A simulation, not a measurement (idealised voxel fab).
Name of the process module below: voxel trench capacitor
This is section cut - it's 170 nm across, gridded in 5 nm square cells.
When this document writes out a cross-section, it uses a grid of square cells and lists it as bands, beginning at the top and moving down, with a band standing for one or more rows of cells.
First you get the band's top height and its bottom height, in nm, and then the materials it's made of, left to right, with each width in nm. If you see a single material with "full width", that one covers the band edge to edge. "empty" is empty space.
Height 0 is the level under which the wafer as received is all one material. The lowest band goes on downwards, as in "0..down".
Top row gets the first number, bottom row gets the second, and each row in between changes by the same step: that is how a band width like "30 to 40" works.
It should be understood that the words "changes: none", when stated for a given step, signify that the cross-section underwent no change in any of its cells during that step.
The list in "Voids, sealed" covers empty spaces of 8 cells or more that cannot reach the top through any open way, and it gives each as width x height at distance; the distance is from the left edge, and width, height and distance are in nm.
If you see something after the settings on a step's line, that's the simulator's own remark about that step.
overlay nm: step with mask; distance mask lay right of planned place; negative value = left of planned place.
The planned process steps are enumerated hereunder
1 RECEIVE (material Si)
2 CONFORMAL_DEP (material SiN; thk nm 10)
3 DIRECTIONAL_DEP (material aC; thk nm 15)
4 PATTERN (tone open; mask id TRENCH; material resist; width nm 15; pitch nm 45; thk nm 35; overlay nm 0)
5 DIRECTIONAL_ETCH (etch materials aC; depth nm 15)
6 STRIP (etch materials resist)
7 DIRECTIONAL_ETCH (etch materials SiN; depth nm 10)
8 DIRECTIONAL_ETCH (etch materials Si; depth nm 40)
9 STRIP (etch materials aC)
10 CONFORMAL_DEP (material Al2O3; thk nm 5)
11 CONFORMAL_DEP (material TiN; thk nm 5)
12 FILL_DEP (material W; thk nm 5)
13 CMP (height nm 10)
Split variable: width nm, step 4. Plan value = first wafer. Wafers start alike.
Cross-section of the first of several wafers on receipt, reflecting completion of step 1
* 0..down  Si full width
* Voids, sealed: none
The following table contains a row per wafer, in which are reported, at the conclusion of the module, the cells of each material gained (+) or lost (-) since the wafer's receipt, with its closed voids given thereafter
width nm 15, +63 Al2O3, -72 Si, +50 SiN, +27 TiN, Voids, sealed: none
width nm 20, +66 Al2O3, -96 Si, +44 SiN, +54 TiN, Voids, sealed: none
width nm 25, +69 Al2O3, -120 Si, +38 SiN, +57 TiN, +24 W, Voids, sealed: none
width nm 30, +72 Al2O3, -144 Si, +32 SiN, +60 TiN, +48 W, Voids, sealed: none
